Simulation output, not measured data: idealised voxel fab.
This is a process module. Its name is voxel spacer lines.
Xsec cut, 180 nm wide, square cell size 5 nm.
Heads up, the way a cross-section reads in here is a grid of square cells, handed over as bands from the top down, with every band being one or more rows of cells. It is stipulated that each band's entry specify, in nanometres, the height of the top of the band and then that of its bottom, followed by the materials of the band in left-to-right sequence, each together with its width in nanometres. A single material marked by the word "everywhere" is understood to fill the band from edge to edge; the word "blank" is understood to denote empty space. Convention: height 0 is the level below which the wafer, as received, is all one material. The lowest band does not terminate at the bottom but continues downward, represented as "0 nm and below". Note: "30->40" means the width goes from the first number (top row of the band) to the second number (bottom row) in equal steps per row of cells. Step note "no alteration" = no cross-section cell changed. You'll see "Unvented internal voids" listing empty spaces that have no way open to the top, as long as they're 8 cells or more; the notation is width x height at distance, where the distance is from the left edge, and all of it is in nm. It should be noted that, on the line of a given step, the content following the step's settings is a remark produced by the simulator itself with respect to that step. overlay nm: where the mask lay relative to plan, measured to the right, on steps with a mask; negatives go left.
### So here's the lineup of process steps we planned
1. RECEIVE (material Si)
2. CONFORMAL_DEP (material Al2O3; thk nm 5)
3. DIRECTIONAL_DEP (material W; thk nm 10)
4. DIRECTIONAL_DEP (material aC; thk nm 30)
5. PATTERN (tone cover; mask id MANDREL; material resist; width nm 15; pitch nm 50; thk nm 35; overlay nm 0)
6. DIRECTIONAL_ETCH (etch materials aC; depth nm 30)
7. STRIP (etch materials resist)
8. CONFORMAL_DEP (material SiO2; thk nm 10)
9. DIRECTIONAL_ETCH (etch materials SiO2; depth nm 10)
10. STRIP (etch materials aC)
11. DIRECTIONAL_ETCH (etch materials W; depth nm 10)
12. STRIP (etch materials SiO2)
13. FILL_DEP (material lowk; thk nm 10)
14. CMP (height nm 15)
### Step 1 complete: cross-section of the wafer as received
> 0 nm and below = Si everywhere
> Unvented internal voids: none
### End-of-module cross-section of the first of two wafers, processed as planned
> 15 nm to 5 nm = lowk: 20, then W: 10, then lowk: 15, then W: 10, then lowk: 15, then W: 10, then lowk: 15, then W: 10, then lowk: 15, then W: 10, then lowk: 15, then W: 10, then lowk: 25
> 5 nm to 0 nm = Al2O3 everywhere
> 0 nm and below = Si everywhere
> Unvented internal voids: none
### Here is the second of the two wafers cut open at the end of the module - same start, same plan as the first one, but we made one mistake running it
> 15 nm to 5 nm = aC everywhere
> 5 nm to 0 nm = Al2O3 everywhere
> 0 nm and below = Si everywhere
> Unvented internal voids: none
Deviation from plan: steps 3 and 4 swapped
Counted in cells at the end, the second wafer holds more or fewer of these materials than the first: 24 fewer of W; 72 more of aC; 48 fewer of lowk
